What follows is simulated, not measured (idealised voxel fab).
The document below concerns the process module designated voxel gate over fins.
The cross-section on display is named cut; it measures 150 nm wide, and its cells are 5 nm squares.
A cross-section is a grid of square cells, given in bands from the top down. A band is one or more rows of cells. Top height, bottom height, nm. Materials left to right, width each, nm. Single material + "throughout" = fills band edge to edge. "air" = empty. A quick word on heights: they are counted from 0, and under that level the wafer as it came to us is one material throughout. The lowest band is different from the rest in having no bottom; it simply continues downward, written as in "0 and below". Quick explanation for "30->40": the width changes in equal steps down the rows of cells, from the first number in the band's top row to the second number in its bottom row. Key: "remained the same" - step with no changed cell in the cross-section. Any empty space of 8 cells or more lacking an open way to the top shows up in "Sealed voids" as width x height at distance, distance from the left edge, in nm. Formally, on a step line, whatever follows the settings is a remark that the simulator itself makes on the step. What "overlay nm" on a step's line means: if the step has a mask, that mask lay this far to the right of its planned place, or, when the value is negative, to the left.
## The steps planned for the process are as follows
1) RECEIVE,material Si
2) CONFORMAL_DEP,material SiN,thk nm 5
3) MASKED_ETCH,tone cover,mask id FINS,width nm 15,pitch nm 40,etch materials SiN,depth nm 5,overlay nm 0
4) MASKED_ETCH,tone cover,mask id FINS,width nm 15,pitch nm 40,etch materials Si,depth nm 40,overlay nm 0
5) FILL_DEP,material SiO2,thk nm 10
6) CMP,height nm 5
7) SELECTIVE_ETCH,etch materials SiO2,depth nm 15
8) STRIP,etch materials SiN
9) CONFORMAL_DEP,material HfO2,thk nm 5
10) CONFORMAL_DEP,material TiN,thk nm 5
11) FILL_DEP,material W,thk nm 15
12) CMP,height nm 20
13) CONFORMAL_DEP,material SiN,thk nm 5
## Shown in cross-section is the wafer as received, that is, as it stands after step 1
- 0 and below | Si throughout
- Sealed voids: none
## Result of the module, cross-sectioned: start per above, plan per above, one error in how it was run
- 25 down to 20 | SiN throughout
- 20 down to 5 | W throughout
- 5 down to 0 | W 20 nm | TiN 25 nm | W 15 nm | TiN 25 nm | W 15 nm | TiN 25 nm | W 25 nm
- 0 down to -5 | W 20 nm | TiN 5 nm | Si 15 nm | TiN 5 nm | W 15 nm | TiN 5 nm | Si 15 nm | TiN 5 nm | W 15 nm | TiN 5 nm | Si 15 nm | TiN 5 nm | W 25 nm
- -5 down to -10 | TiN 25 nm | Si 15 nm | TiN 25 nm | Si 15 nm | TiN 25 nm | Si 15 nm | TiN 30 nm
- -10 down to -40 | SiO2 25 nm | Si 15 nm | SiO2 25 nm | Si 15 nm | SiO2 25 nm | Si 15 nm | SiO2 30 nm
- -40 and below | Si throughout
- Sealed voids: none
Deviation noted in wafer processing: no execution of plan step 9; skipped
